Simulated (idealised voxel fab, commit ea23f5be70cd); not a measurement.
A process module follows: voxel transistor to metal.
155 nm wide, 5 nm square cells: that's cross-section cut.
Format of a cross-section: grid, square cells. Given as bands. Order: top down. Band: one or more rows of cells.
Basically the band line says how high the top is and how high the bottom is, in nm, and then what's in it from left to right, every material with its width in nm. Empty space shows up as "empty", and if a single material carries "all across" it runs the full band edge to edge.
Heights are expressed relative to 0, this being the level below which the as-received wafer comprises one material exclusively. The lowest band is unbounded in the downward direction and is denoted as in "0 and below".
Read "30 to 40" as a graded width: first number on top, second number at the bottom, same change between each pair of neighbouring rows.
It should be understood that the words "remained the same", when stated for a given step, signify that the cross-section underwent no change in any of its cells during that step.
"closed voids": sealed empty spaces, 8 cells or more, no open way to top, listed width x height at distance, with distance from the left edge and width, height and distance in nm.
If you see something after the settings on a step's line, that's the simulator's own remark about that step.
overlay nm: step with mask; distance mask lay right of planned place; negative value = left of planned place.
So here's the lineup of process steps we planned
step 1: RECEIVE | material Si
step 2: OXIDIZE | depth nm 5
step 3: CONFORMAL_DEP | material SiN | thk nm 15
step 4: MASKED_ETCH | tone cover | mask id ACTIVE | width nm 95 | etch materials SiN | depth nm 15 | overlay nm 0
step 5: MASKED_ETCH | tone cover | mask id ACTIVE | width nm 95 | etch materials SiO2 | depth nm 5 | overlay nm 0
step 6: MASKED_ETCH | tone cover | mask id ACTIVE | width nm 95 | etch materials Si | depth nm 25 | overlay nm 0
step 7: OXIDIZE | depth nm 5
step 8: FILL_DEP | material SiO2 | thk nm 5
step 9: CMP | height nm 15
step 10: SELECTIVE_ETCH | etch materials SiO2 | depth nm 10
step 11: STRIP | etch materials SiN
step 12: SELECTIVE_ETCH | etch materials SiO2 | depth nm 5
step 13: OXIDIZE | depth nm 5
step 14: DIRECTIONAL_DEP | material polySi | thk nm 20
step 15: DIRECTIONAL_DEP | material SiCN | thk nm 10
step 16: MASKED_ETCH | tone cover | mask id GATE | width nm 15 | etch materials SiCN | depth nm 20 | overlay nm 0
step 17: MASKED_ETCH | tone cover | mask id GATE | width nm 15 | etch materials polySi | depth nm 30 | overlay nm 0
step 18: CONFORMAL_DEP | material SiO2 | thk nm 5
step 19: DIRECTIONAL_ETCH | etch materials SiO2 | depth nm 5
step 20: CONFORMAL_DEP | material SiN | thk nm 10
step 21: DIRECTIONAL_ETCH | etch materials SiN | depth nm 10
step 22: DIRECTIONAL_ETCH | etch materials SiO2 | depth nm 5
step 23: DIRECTIONAL_ETCH | etch materials Si | depth nm 15
step 24: EPI | material pSi | thk nm 20
step 25: FILL_DEP | material SiO2 | thk nm 10
step 26: CMP | height nm 25
step 27: DIRECTIONAL_DEP | material SiO2 | thk nm 15
step 28: PATTERN | tone open | mask id CONTACT | material resist | width nm 20 | pitch nm 65 | thk nm 15 | overlay nm 0
step 29: DIRECTIONAL_ETCH | etch materials SiO2 | depth nm 30
step 30: STRIP | etch materials resist
step 31: CONFORMAL_DEP | material TiN | thk nm 5
step 32: FILL_DEP | material W | thk nm 5
step 33: CMP | height nm 40
step 34: DIRECTIONAL_DEP | material TiN | thk nm 5
step 35: DIRECTIONAL_DEP | material Ru | thk nm 25
step 36: PATTERN | tone cover | mask id METAL_1 | material resist | width nm 20 | pitch nm 65 | thk nm 15 | overlay nm 0
step 37: DIRECTIONAL_ETCH | etch materials Ru | depth nm 25
step 38: DIRECTIONAL_ETCH | etch materials TiN | depth nm 5
step 39: STRIP | etch materials resist
step 40: FILL_DEP | material lowk | thk nm 10
step 41: CMP | height nm 70
step 42: CONFORMAL_DEP | material SiCN | thk nm 5
step 43: DIRECTIONAL_DEP | material SiO2 | thk nm 35
step 44: MASKED_ETCH | tone open | mask id METAL_2_HOLES | width nm 15 | pitch nm 65 | etch materials SiO2 | depth nm 35 | overlay nm 0
step 45: PATTERN | tone open | mask id METAL_2 | material resist | width nm 20 | pitch nm 65 | thk nm 20 | overlay nm 0
step 46: DIRECTIONAL_ETCH | etch materials SiO2 | depth nm 20
step 47: DIRECTIONAL_ETCH | etch materials SiCN | depth nm 5
step 48: STRIP | etch materials resist
step 49: CONFORMAL_DEP | material TiN | thk nm 5
step 50: FILL_DEP | material Ru | thk nm 5
step 51: CMP | height nm 110
step 52: CONFORMAL_DEP | material SiCN | thk nm 5
First wafer out of two, processed as planned
Delivered wafer in cross-section: state after step 1
    0 and below | Si all across
    closed voids: none
Step 2 complete: cross-section through the wafer
    0 down to -5 | SiO2 all across
    below -5: unchanged
Step 3 complete: cross-section through the wafer
    15 down to 0 | SiN all across
    below 0: unchanged
Step 4 complete: cross-section through the wafer
    15 down to 0 | empty (30) / SiN (95) / empty (30)
    below 0: unchanged
Step 5 complete: cross-section through the wafer
    15 down to 0 | empty (30) / SiN (95) / empty (30)
    0 down to -5 | empty (30) / SiO2 (95) / empty (30)
    below -5: unchanged
Step 6 complete: cross-section through the wafer
    15 down to 0 | empty (30) / SiN (95) / empty (30)
    0 down to -5 | empty (30) / SiO2 (95) / empty (30)
    -5 down to -30 | empty (30) / Si (95) / empty (30)
    below -30: unchanged
Step 7 complete: cross-section through the wafer
    15 down to 0 | empty (30) / SiN (95) / empty (30)
    0 down to -5 | empty (30) / SiO2 (95) / empty (30)
    -5 down to -30 | empty (30) / SiO2 (5) / Si (85) / SiO2 (5) / empty (30)
    -30 down to -35 | SiO2 (35) / Si (85) / SiO2 (35)
    below -35: unchanged
Step 8 complete: cross-section through the wafer
    20 down to 15 | SiO2 all across
    15 down to 0 | SiO2 (30) / SiN (95) / SiO2 (30)
    0 down to -5 | SiO2 all across
    -5 down to -35 | SiO2 (35) / Si (85) / SiO2 (35)
    below -35: unchanged
Step 9 complete: cross-section through the wafer
    15 down to 0 | SiO2 (30) / SiN (95) / SiO2 (30)
    below 0: unchanged
Step 10 complete: cross-section through the wafer
    15 down to 5 | empty (30) / SiN (95) / empty (30)
    below 5: unchanged
Step 11 complete: cross-section through the wafer
    5 down to 0 | SiO2 (30) / empty (95) / SiO2 (30)
    below 0: unchanged
Step 12 complete: cross-section through the wafer
    0 down to -5 | SiO2 (25) / empty (105) / SiO2 (25)
    below -5: unchanged
Step 13 complete: cross-section through the wafer
    0 down to -5 | SiO2 (25) / empty (105) / SiO2 (25)
    -5 down to -10 | SiO2 all across
    below -10: unchanged
Step 14 complete: cross-section through the wafer
    20 down to 15 | polySi (25) / empty (105) / polySi (25)
    15 down to 0 | polySi all across
    0 down to -5 | SiO2 (25) / polySi (105) / SiO2 (25)
    below -5: unchanged
Step 15 complete: cross-section through the wafer
    30 down to 25 | SiCN (25) / empty (105) / SiCN (25)
    25 down to 20 | SiCN all across
    20 down to 15 | polySi (25) / SiCN (105) / polySi (25)
    below 15: unchanged
Step 16 complete: cross-section through the wafer
    25 down to 20 | empty (70) / SiCN (15) / empty (70)
    20 down to 15 | polySi (25) / empty (45) / SiCN (15) / empty (45) / polySi (25)
    below 15: unchanged
Step 17 complete: cross-section through the wafer
    25 down to 15 | empty (70) / SiCN (15) / empty (70)
    15 down to 0 | empty (70) / polySi (15) / empty (70)
    0 down to -5 | SiO2 (25) / empty (45) / polySi (15) / empty (45) / SiO2 (25)
    below -5: unchanged
Step 18 complete: cross-section through the wafer
    30 down to 25 | empty (65) / SiO2 (25) / empty (65)
    25 down to 15 | empty (65) / SiO2 (5) / SiCN (15) / SiO2 (5) / empty (65)
    15 down to 5 | empty (65) / SiO2 (5) / polySi (15) / SiO2 (5) / empty (65)
    5 down to 0 | SiO2 (30) / empty (35) / SiO2 (5) / polySi (15) / SiO2 (5) / empty (35) / SiO2 (30)
    0 down to -5 | SiO2 (70) / polySi (15) / SiO2 (70)
    below -5: unchanged
Step 19 complete: cross-section through the wafer
    25 down to 15 | empty (65) / SiO2 (5) / SiCN (15) / SiO2 (5) / empty (65)
    15 down to 0 | empty (65) / SiO2 (5) / polySi (15) / SiO2 (5) / empty (65)
    0 down to -5 | SiO2 (30) / empty (35) / SiO2 (5) / polySi (15) / SiO2 (5) / empty (35) / SiO2 (30)
    below -5: unchanged
Step 20 complete: cross-section through the wafer
    35 down to 25 | empty (55) / SiN (45) / empty (55)
    25 down to 15 | empty (55) / SiN (10) / SiO2 (5) / SiCN (15) / SiO2 (5) / SiN (10) / empty (55)
    15 down to 10 | empty (55) / SiN (10) / SiO2 (5) / polySi (15) / SiO2 (5) / SiN (10) / empty (55)
    10 down to 5 | SiN (40) / empty (15) / SiN (10) / SiO2 (5) / polySi (15) / SiO2 (5) / SiN (10) / empty (15) / SiN (40)
    5 down to 0 | SiN (65) / SiO2 (5) / polySi (15) / SiO2 (5) / SiN (65)
    0 down to -5 | SiO2 (30) / SiN (35) / SiO2 (5) / polySi (15) / SiO2 (5) / SiN (35) / SiO2 (30)
    below -5: unchanged
Step 21 complete: cross-section through the wafer
    25 down to 15 | empty (55) / SiN (10) / SiO2 (5) / SiCN (15) / SiO2 (5) / SiN (10) / empty (55)
    15 down to 0 | empty (55) / SiN (10) / SiO2 (5) / polySi (15) / SiO2 (5) / SiN (10) / empty (55)
    0 down to -5 | SiO2 (30) / SiN (10) / empty (15) / SiN (10) / SiO2 (5) / polySi (15) / SiO2 (5) / SiN (10) / empty (15) / SiN (10) / SiO2 (30)
    below -5: unchanged
Step 22 complete: cross-section through the wafer
    25 down to 20 | empty (55) / SiN (10) / empty (5) / SiCN (15) / empty (5) / SiN (10) / empty (55)
    20 down to 15 | empty (55) / SiN (10) / SiO2 (5) / SiCN (15) / SiO2 (5) / SiN (10) / empty (55)
    15 down to 0 | empty (55) / SiN (10) / SiO2 (5) / polySi (15) / SiO2 (5) / SiN (10) / empty (55)
    0 down to -5 | empty (30) / SiN (10) / empty (15) / SiN (10) / SiO2 (5) / polySi (15) / SiO2 (5) / SiN (10) / empty (15) / SiN (10) / empty (30)
    -5 down to -10 | SiO2 (40) / empty (15) / SiO2 (45) / empty (15) / SiO2 (40)
    below -10: unchanged
Step 23 complete: cross-section through the wafer
    25 down to 20 | empty (55) / SiN (10) / empty (5) / SiCN (15) / empty (5) / SiN (10) / empty (55)
    20 down to 15 | empty (55) / SiN (10) / SiO2 (5) / SiCN (15) / SiO2 (5) / SiN (10) / empty (55)
    15 down to 0 | empty (55) / SiN (10) / SiO2 (5) / polySi (15) / SiO2 (5) / SiN (10) / empty (55)
    0 down to -5 | empty (30) / SiN (10) / empty (15) / SiN (10) / SiO2 (5) / polySi (15) / SiO2 (5) / SiN (10) / empty (15) / SiN (10) / empty (30)
    -5 down to -10 | SiO2 (40) / empty (15) / SiO2 (45) / empty (15) / SiO2 (40)
    -10 down to -25 | SiO2 (35) / Si (5) / empty (15) / Si (45) / empty (15) / Si (5) / SiO2 (35)
    below -25: unchanged
Step 24 complete: cross-section through the wafer
    25 down to 20 | empty (55) / SiN (10) / empty (5) / SiCN (15) / empty (5) / SiN (10) / empty (55)
    20 down to 15 | empty (55) / SiN (10) / SiO2 (5) / SiCN (15) / SiO2 (5) / SiN (10) / empty (55)
    15 down to 10 | empty (55) / SiN (10) / SiO2 (5) / polySi (15) / SiO2 (5) / SiN (10) / empty (55)
    10 down to 0 | empty (30) / pSi (25) / SiN (10) / SiO2 (5) / polySi (15) / SiO2 (5) / SiN (10) / pSi (25) / empty (30)
    0 down to -5 | empty (30) / SiN (10) / pSi (15) / SiN (10) / SiO2 (5) / polySi (15) / SiO2 (5) / SiN (10) / pSi (15) / SiN (10) / empty (30)
    -5 down to -10 | SiO2 (40) / pSi (15) / SiO2 (45) / pSi (15) / SiO2 (40)
    -10 down to -25 | SiO2 (35) / Si (5) / pSi (15) / Si (45) / pSi (15) / Si (5) / SiO2 (35)
    below -25: unchanged
Step 25 complete: cross-section through the wafer
    35 down to 25 | SiO2 all across
    25 down to 15 | SiO2 (55) / SiN (10) / SiO2 (5) / SiCN (15) / SiO2 (5) / SiN (10) / SiO2 (55)
    15 down to 10 | SiO2 (55) / SiN (10) / SiO2 (5) / polySi (15) / SiO2 (5) / SiN (10) / SiO2 (55)
    10 down to 0 | SiO2 (30) / pSi (25) / SiN (10) / SiO2 (5) / polySi (15) / SiO2 (5) / SiN (10) / pSi (25) / SiO2 (30)
    0 down to -5 | SiO2 (30) / SiN (10) / pSi (15) / SiN (10) / SiO2 (5) / polySi (15) / SiO2 (5) / SiN (10) / pSi (15) / SiN (10) / SiO2 (30)
    below -5: unchanged
Step 26 complete: cross-section through the wafer
    25 down to 15 | SiO2 (55) / SiN (10) / SiO2 (5) / SiCN (15) / SiO2 (5) / SiN (10) / SiO2 (55)
    below 15: unchanged
Step 27 complete: cross-section through the wafer
    40 down to 25 | SiO2 all across
    below 25: unchanged
Step 28 complete: cross-section through the wafer
    55 down to 40 | resist (35) / empty (20) / resist (45) / empty (20) / resist (35)
    below 40: unchanged
Step 29 complete: cross-section through the wafer
    55 down to 40 | resist (35) / empty (20) / resist (45) / empty (20) / resist (35)
    40 down to 25 | SiO2 (35) / empty (20) / SiO2 (45) / empty (20) / SiO2 (35)
    25 down to 15 | SiO2 (35) / empty (20) / SiN (10) / SiO2 (5) / SiCN (15) / SiO2 (5) / SiN (10) / empty (20) / SiO2 (35)
    15 down to 10 | SiO2 (35) / empty (20) / SiN (10) / SiO2 (5) / polySi (15) / SiO2 (5) / SiN (10) / empty (20) / SiO2 (35)
    below 10: unchanged
Step 30 complete: cross-section through the wafer
    40 down to 25 | SiO2 (35) / empty (20) / SiO2 (45) / empty (20) / SiO2 (35)
    below 25: unchanged
Step 31 complete: cross-section through the wafer
    45 down to 40 | TiN (40) / empty (10) / TiN (55) / empty (10) / TiN (40)
    40 down to 25 | SiO2 (35) / TiN (5) / empty (10) / TiN (5) / SiO2 (45) / TiN (5) / empty (10) / TiN (5) / SiO2 (35)
    25 down to 15 | SiO2 (35) / TiN (5) / empty (10) / TiN (5) / SiN (10) / SiO2 (5) / SiCN (15) / SiO2 (5) / SiN (10) / TiN (5) / empty (10) / TiN (5) / SiO2 (35)
    15 down to 10 | SiO2 (35) / TiN (20) / SiN (10) / SiO2 (5) / polySi (15) / SiO2 (5) / SiN (10) / TiN (20) / SiO2 (35)
    below 10: unchanged
Step 32 complete: cross-section through the wafer
    50 down to 45 | W all across
    45 down to 40 | TiN (40) / W (10) / TiN (55) / W (10) / TiN (40)
    40 down to 25 | SiO2 (35) / TiN (5) / W (10) / TiN (5) / SiO2 (45) / TiN (5) / W (10) / TiN (5) / SiO2 (35)
    25 down to 15 | SiO2 (35) / TiN (5) / W (10) / TiN (5) / SiN (10) / SiO2 (5) / SiCN (15) / SiO2 (5) / SiN (10) / TiN (5) / W (10) / TiN (5) / SiO2 (35)
    below 15: unchanged
Step 33 complete: cross-section through the wafer
    40 down to 25 | SiO2 (35) / TiN (5) / W (10) / TiN (5) / SiO2 (45) / TiN (5) / W (10) / TiN (5) / SiO2 (35)
    below 25: unchanged
Step 34 complete: cross-section through the wafer
    45 down to 40 | TiN all across
    below 40: unchanged
Step 35 complete: cross-section through the wafer
    70 down to 45 | Ru all across
    below 45: unchanged
Step 36 complete: cross-section through the wafer
    85 down to 70 | empty (35) / resist (20) / empty (45) / resist (20) / empty (35)
    below 70: unchanged
Step 37 complete: cross-section through the wafer
    85 down to 70 | empty (35) / resist (20) / empty (45) / resist (20) / empty (35)
    70 down to 45 | empty (35) / Ru (20) / empty (45) / Ru (20) / empty (35)
    below 45: unchanged
Step 38 complete: cross-section through the wafer
    85 down to 70 | empty (35) / resist (20) / empty (45) / resist (20) / empty (35)
    70 down to 45 | empty (35) / Ru (20) / empty (45) / Ru (20) / empty (35)
    45 down to 40 | empty (35) / TiN (20) / empty (45) / TiN (20) / empty (35)
    below 40: unchanged
Step 39 complete: cross-section through the wafer
    70 down to 45 | empty (35) / Ru (20) / empty (45) / Ru (20) / empty (35)
    below 45: unchanged
Step 40 complete: cross-section through the wafer
    80 down to 70 | lowk all across
    70 down to 45 | lowk (35) / Ru (20) / lowk (45) / Ru (20) / lowk (35)
    45 down to 40 | lowk (35) / TiN (20) / lowk (45) / TiN (20) / lowk (35)
    below 40: unchanged
Step 41 complete: cross-section through the wafer
    70 down to 45 | lowk (35) / Ru (20) / lowk (45) / Ru (20) / lowk (35)
    below 45: unchanged
Step 42 complete: cross-section through the wafer
    75 down to 70 | SiCN all across
    below 70: unchanged
Step 43 complete: cross-section through the wafer
    110 down to 75 | SiO2 all across
    below 75: unchanged
Step 44 complete: cross-section through the wafer
    110 down to 75 | SiO2 (35) / empty (15) / SiO2 (50) / empty (15) / SiO2 (40)
    below 75: unchanged
Step 45 complete: cross-section through the wafer
    130 down to 110 | resist (35) / empty (20) / resist (45) / empty (20) / resist (35)
    below 110: unchanged
Step 46 complete: cross-section through the wafer
    130 down to 110 | resist (35) / empty (20) / resist (45) / empty (20) / resist (35)
    110 down to 90 | SiO2 (35) / empty (20) / SiO2 (45) / empty (20) / SiO2 (35)
    below 90: unchanged
Step 47 complete: cross-section through the wafer
    130 down to 110 | resist (35) / empty (20) / resist (45) / empty (20) / resist (35)
    110 down to 90 | SiO2 (35) / empty (20) / SiO2 (45) / empty (20) / SiO2 (35)
    90 down to 75 | SiO2 (35) / empty (15) / SiO2 (50) / empty (15) / SiO2 (40)
    75 down to 70 | SiCN (35) / empty (15) / SiCN (50) / empty (15) / SiCN (40)
    below 70: unchanged
Step 48 complete: cross-section through the wafer
    110 down to 90 | SiO2 (35) / empty (20) / SiO2 (45) / empty (20) / SiO2 (35)
    below 90: unchanged
Step 49 complete: cross-section through the wafer
    115 down to 110 | TiN (40) / empty (10) / TiN (55) / empty (10) / TiN (40)
    110 down to 95 | SiO2 (35) / TiN (5) / empty (10) / TiN (5) / SiO2 (45) / TiN (5) / empty (10) / TiN (5) / SiO2 (35)
    95 down to 90 | SiO2 (35) / TiN (5) / empty (5) / TiN (10) / SiO2 (45) / TiN (5) / empty (5) / TiN (10) / SiO2 (35)
    90 down to 75 | SiO2 (35) / TiN (5) / empty (5) / TiN (5) / SiO2 (50) / TiN (5) / empty (5) / TiN (5) / SiO2 (40)
    75 down to 70 | SiCN (35) / TiN (15) / SiCN (50) / TiN (15) / SiCN (40)
    below 70: unchanged
Step 50 complete: cross-section through the wafer
    120 down to 115 | Ru all across
    115 down to 110 | TiN (40) / Ru (10) / TiN (55) / Ru (10) / TiN (40)
    110 down to 95 | SiO2 (35) / TiN (5) / Ru (10) / TiN (5) / SiO2 (45) / TiN (5) / Ru (10) / TiN (5) / SiO2 (35)
    95 down to 90 | SiO2 (35) / TiN (5) / Ru (5) / TiN (10) / SiO2 (45) / TiN (5) / Ru (5) / TiN (10) / SiO2 (35)
    90 down to 75 | SiO2 (35) / TiN (5) / Ru (5) / TiN (5) / SiO2 (50) / TiN (5) / Ru (5) / TiN (5) / SiO2 (40)
    below 75: unchanged
Step 51 complete: cross-section through the wafer
    110 down to 95 | SiO2 (35) / TiN (5) / Ru (10) / TiN (5) / SiO2 (45) / TiN (5) / Ru (10) / TiN (5) / SiO2 (35)
    below 95: unchanged
Step 52 complete: cross-section through the wafer
    115 down to 110 | SiCN all across
    below 110: unchanged
Second wafer. Start and plan as for the first. One mistake made in running. Agrees with the first up to and including step 17
Second wafer, section view, time point: scheduled end of step 18: remained the same
Second wafer, section view, time point: scheduled end of step 19
    25 down to 15 | empty (70) / SiCN (15) / empty (70)
    15 down to -5 | empty (70) / polySi (15) / empty (70)
    -5 down to -10 | SiO2 (25) / empty (45) / SiO2 (15) / empty (45) / SiO2 (25)
    below -10: unchanged
Second wafer, section view, time point: scheduled end of step 20
    35 down to 25 | empty (60) / SiN (35) / empty (60)
    25 down to 15 | empty (60) / SiN (10) / SiCN (15) / SiN (10) / empty (60)
    15 down to 5 | empty (60) / SiN (10) / polySi (15) / SiN (10) / empty (60)
    5 down to 0 | SiN (35) / empty (25) / SiN (10) / polySi (15) / SiN (10) / empty (25) / SiN (35)
    0 down to -5 | SiN (70) / polySi (15) / SiN (70)
    -5 down to -10 | SiO2 (25) / SiN (45) / SiO2 (15) / SiN (45) / SiO2 (25)
    below -10: unchanged
Second wafer, section view, time point: scheduled end of step 21
    25 down to 15 | empty (60) / SiN (10) / SiCN (15) / SiN (10) / empty (60)
    15 down to -5 | empty (60) / SiN (10) / polySi (15) / SiN (10) / empty (60)
    -5 down to -10 | SiO2 (25) / SiN (10) / empty (25) / SiN (10) / SiO2 (15) / SiN (10) / empty (25) / SiN (10) / SiO2 (25)
    below -10: unchanged
Second wafer, section view, time point: scheduled end of step 22
    25 down to 15 | empty (60) / SiN (10) / SiCN (15) / SiN (10) / empty (60)
    15 down to -5 | empty (60) / SiN (10) / polySi (15) / SiN (10) / empty (60)
    -5 down to -10 | empty (25) / SiN (10) / empty (25) / SiN (10) / SiO2 (15) / SiN (10) / empty (25) / SiN (10) / empty (25)
    below -10: unchanged
Second wafer, section view, time point: scheduled end of step 23
    25 down to 15 | empty (60) / SiN (10) / SiCN (15) / SiN (10) / empty (60)
    15 down to -5 | empty (60) / SiN (10) / polySi (15) / SiN (10) / empty (60)
    -5 down to -10 | empty (25) / SiN (10) / empty (25) / SiN (10) / SiO2 (15) / SiN (10) / empty (25) / SiN (10) / empty (25)
    -10 down to -25 | SiO2 (35) / empty (25) / Si (35) / empty (25) / SiO2 (35)
    below -25: unchanged
Second wafer, section view, time point: scheduled end of step 24
    25 down to 15 | empty (60) / SiN (10) / SiCN (15) / SiN (10) / empty (60)
    15 down to 10 | empty (60) / SiN (10) / polySi (15) / SiN (10) / empty (60)
    10 down to -5 | empty (40) / pSi (20) / SiN (10) / polySi (15) / SiN (10) / pSi (20) / empty (40)
    -5 down to -10 | empty (25) / SiN (10) / pSi (25) / SiN (10) / SiO2 (15) / SiN (10) / pSi (25) / SiN (10) / empty (25)
    -10 down to -25 | SiO2 (35) / pSi (25) / Si (35) / pSi (25) / SiO2 (35)
    below -25: unchanged
Second wafer, section view, time point: scheduled end of step 25
    35 down to 25 | SiO2 all across
    25 down to 15 | SiO2 (60) / SiN (10) / SiCN (15) / SiN (10) / SiO2 (60)
    15 down to 10 | SiO2 (60) / SiN (10) / polySi (15) / SiN (10) / SiO2 (60)
    10 down to -5 | SiO2 (40) / pSi (20) / SiN (10) / polySi (15) / SiN (10) / pSi (20) / SiO2 (40)
    -5 down to -10 | SiO2 (25) / SiN (10) / pSi (25) / SiN (10) / SiO2 (15) / SiN (10) / pSi (25) / SiN (10) / SiO2 (25)
    below -10: unchanged
Second wafer, section view, time point: scheduled end of step 26
    25 down to 15 | SiO2 (60) / SiN (10) / SiCN (15) / SiN (10) / SiO2 (60)
    below 15: unchanged
Second wafer, section view, time point: scheduled end of step 27
    40 down to 25 | SiO2 all across
    below 25: unchanged
Second wafer, section view, time point: scheduled end of step 28
    55 down to 40 | resist (35) / empty (20) / resist (45) / empty (20) / resist (35)
    below 40: unchanged
Second wafer, section view, time point: scheduled end of step 29
    55 down to 40 | resist (35) / empty (20) / resist (45) / empty (20) / resist (35)
    40 down to 25 | SiO2 (35) / empty (20) / SiO2 (45) / empty (20) / SiO2 (35)
    25 down to 15 | SiO2 (35) / empty (20) / SiO2 (5) / SiN (10) / SiCN (15) / SiN (10) / SiO2 (5) / empty (20) / SiO2 (35)
    15 down to 10 | SiO2 (35) / empty (20) / SiO2 (5) / SiN (10) / polySi (15) / SiN (10) / SiO2 (5) / empty (20) / SiO2 (35)
    below 10: unchanged
Second wafer, section view, time point: scheduled end of step 30
    40 down to 25 | SiO2 (35) / empty (20) / SiO2 (45) / empty (20) / SiO2 (35)
    below 25: unchanged
Second wafer, section view, time point: scheduled end of step 31
    45 down to 40 | TiN (40) / empty (10) / TiN (55) / empty (10) / TiN (40)
    40 down to 25 | SiO2 (35) / TiN (5) / empty (10) / TiN (5) / SiO2 (45) / TiN (5) / empty (10) / TiN (5) / SiO2 (35)
    25 down to 15 | SiO2 (35) / TiN (5) / empty (10) / TiN (5) / SiO2 (5) / SiN (10) / SiCN (15) / SiN (10) / SiO2 (5) / TiN (5) / empty (10) / TiN (5) / SiO2 (35)
    15 down to 10 | SiO2 (35) / TiN (20) / SiO2 (5) / SiN (10) / polySi (15) / SiN (10) / SiO2 (5) / TiN (20) / SiO2 (35)
    below 10: unchanged
Second wafer, section view, time point: scheduled end of step 32
    50 down to 45 | W all across
    45 down to 40 | TiN (40) / W (10) / TiN (55) / W (10) / TiN (40)
    40 down to 25 | SiO2 (35) / TiN (5) / W (10) / TiN (5) / SiO2 (45) / TiN (5) / W (10) / TiN (5) / SiO2 (35)
    25 down to 15 | SiO2 (35) / TiN (5) / W (10) / TiN (5) / SiO2 (5) / SiN (10) / SiCN (15) / SiN (10) / SiO2 (5) / TiN (5) / W (10) / TiN (5) / SiO2 (35)
    below 15: unchanged
Second wafer, section view, time point: scheduled end of step 33
    40 down to 25 | SiO2 (35) / TiN (5) / W (10) / TiN (5) / SiO2 (45) / TiN (5) / W (10) / TiN (5) / SiO2 (35)
    below 25: unchanged
Second wafer, section view, time point: scheduled end of step 34
    45 down to 40 | TiN all across
    below 40: unchanged
Second wafer, section view, time point: scheduled end of step 35
    70 down to 45 | Ru all across
    below 45: unchanged
Second wafer, section view, time point: scheduled end of step 36
    85 down to 70 | empty (35) / resist (20) / empty (45) / resist (20) / empty (35)
    below 70: unchanged
Second wafer, section view, time point: scheduled end of step 37
    85 down to 70 | empty (35) / resist (20) / empty (45) / resist (20) / empty (35)
    70 down to 45 | empty (35) / Ru (20) / empty (45) / Ru (20) / empty (35)
    below 45: unchanged
Second wafer, section view, time point: scheduled end of step 38
    85 down to 70 | empty (35) / resist (20) / empty (45) / resist (20) / empty (35)
    70 down to 45 | empty (35) / Ru (20) / empty (45) / Ru (20) / empty (35)
    45 down to 40 | empty (35) / TiN (20) / empty (45) / TiN (20) / empty (35)
    below 40: unchanged
Second wafer, section view, time point: scheduled end of step 39
    70 down to 45 | empty (35) / Ru (20) / empty (45) / Ru (20) / empty (35)
    below 45: unchanged
Second wafer, section view, time point: scheduled end of step 40
    80 down to 70 | lowk all across
    70 down to 45 | lowk (35) / Ru (20) / lowk (45) / Ru (20) / lowk (35)
    45 down to 40 | lowk (35) / TiN (20) / lowk (45) / TiN (20) / lowk (35)
    below 40: unchanged
Second wafer, section view, time point: scheduled end of step 41
    70 down to 45 | lowk (35) / Ru (20) / lowk (45) / Ru (20) / lowk (35)
    below 45: unchanged
Second wafer, section view, time point: scheduled end of step 42
    75 down to 70 | SiCN all across
    below 70: unchanged
Second wafer, section view, time point: scheduled end of step 43
    110 down to 75 | SiO2 all across
    below 75: unchanged
Second wafer, section view, time point: scheduled end of step 44
    110 down to 75 | SiO2 (35) / empty (15) / SiO2 (50) / empty (15) / SiO2 (40)
    below 75: unchanged
Second wafer, section view, time point: scheduled end of step 45
    130 down to 110 | resist (35) / empty (20) / resist (45) / empty (20) / resist (35)
    below 110: unchanged
Second wafer, section view, time point: scheduled end of step 46
    130 down to 110 | resist (35) / empty (20) / resist (45) / empty (20) / resist (35)
    110 down to 90 | SiO2 (35) / empty (20) / SiO2 (45) / empty (20) / SiO2 (35)
    below 90: unchanged
Second wafer, section view, time point: scheduled end of step 47
    130 down to 110 | resist (35) / empty (20) / resist (45) / empty (20) / resist (35)
    110 down to 90 | SiO2 (35) / empty (20) / SiO2 (45) / empty (20) / SiO2 (35)
    90 down to 75 | SiO2 (35) / empty (15) / SiO2 (50) / empty (15) / SiO2 (40)
    75 down to 70 | SiCN (35) / empty (15) / SiCN (50) / empty (15) / SiCN (40)
    below 70: unchanged
Second wafer, section view, time point: scheduled end of step 48
    110 down to 90 | SiO2 (35) / empty (20) / SiO2 (45) / empty (20) / SiO2 (35)
    below 90: unchanged
Second wafer, section view, time point: scheduled end of step 49
    115 down to 110 | TiN (40) / empty (10) / TiN (55) / empty (10) / TiN (40)
    110 down to 95 | SiO2 (35) / TiN (5) / empty (10) / TiN (5) / SiO2 (45) / TiN (5) / empty (10) / TiN (5) / SiO2 (35)
    95 down to 90 | SiO2 (35) / TiN (5) / empty (5) / TiN (10) / SiO2 (45) / TiN (5) / empty (5) / TiN (10) / SiO2 (35)
    90 down to 75 | SiO2 (35) / TiN (5) / empty (5) / TiN (5) / SiO2 (50) / TiN (5) / empty (5) / TiN (5) / SiO2 (40)
    75 down to 70 | SiCN (35) / TiN (15) / SiCN (50) / TiN (15) / SiCN (40)
    below 70: unchanged
Second wafer, section view, time point: scheduled end of step 50
    120 down to 115 | Ru all across
    115 down to 110 | TiN (40) / Ru (10) / TiN (55) / Ru (10) / TiN (40)
    110 down to 95 | SiO2 (35) / TiN (5) / Ru (10) / TiN (5) / SiO2 (45) / TiN (5) / Ru (10) / TiN (5) / SiO2 (35)
    95 down to 90 | SiO2 (35) / TiN (5) / Ru (5) / TiN (10) / SiO2 (45) / TiN (5) / Ru (5) / TiN (10) / SiO2 (35)
    90 down to 75 | SiO2 (35) / TiN (5) / Ru (5) / TiN (5) / SiO2 (50) / TiN (5) / Ru (5) / TiN (5) / SiO2 (40)
    below 75: unchanged
Second wafer, section view, time point: scheduled end of step 51
    110 down to 95 | SiO2 (35) / TiN (5) / Ru (10) / TiN (5) / SiO2 (45) / TiN (5) / Ru (10) / TiN (5) / SiO2 (35)
    below 95: unchanged
Second wafer, section view, time point: scheduled end of step 52
    115 down to 110 | SiCN all across
    below 110: unchanged
Error vs. plan: step 18 in the plan did not get run; it was skipped
Final difference in cells, second wafer against first, listed per material as more or fewer: -12 Si; +4 SiN; -6 SiO2; +14 pSi
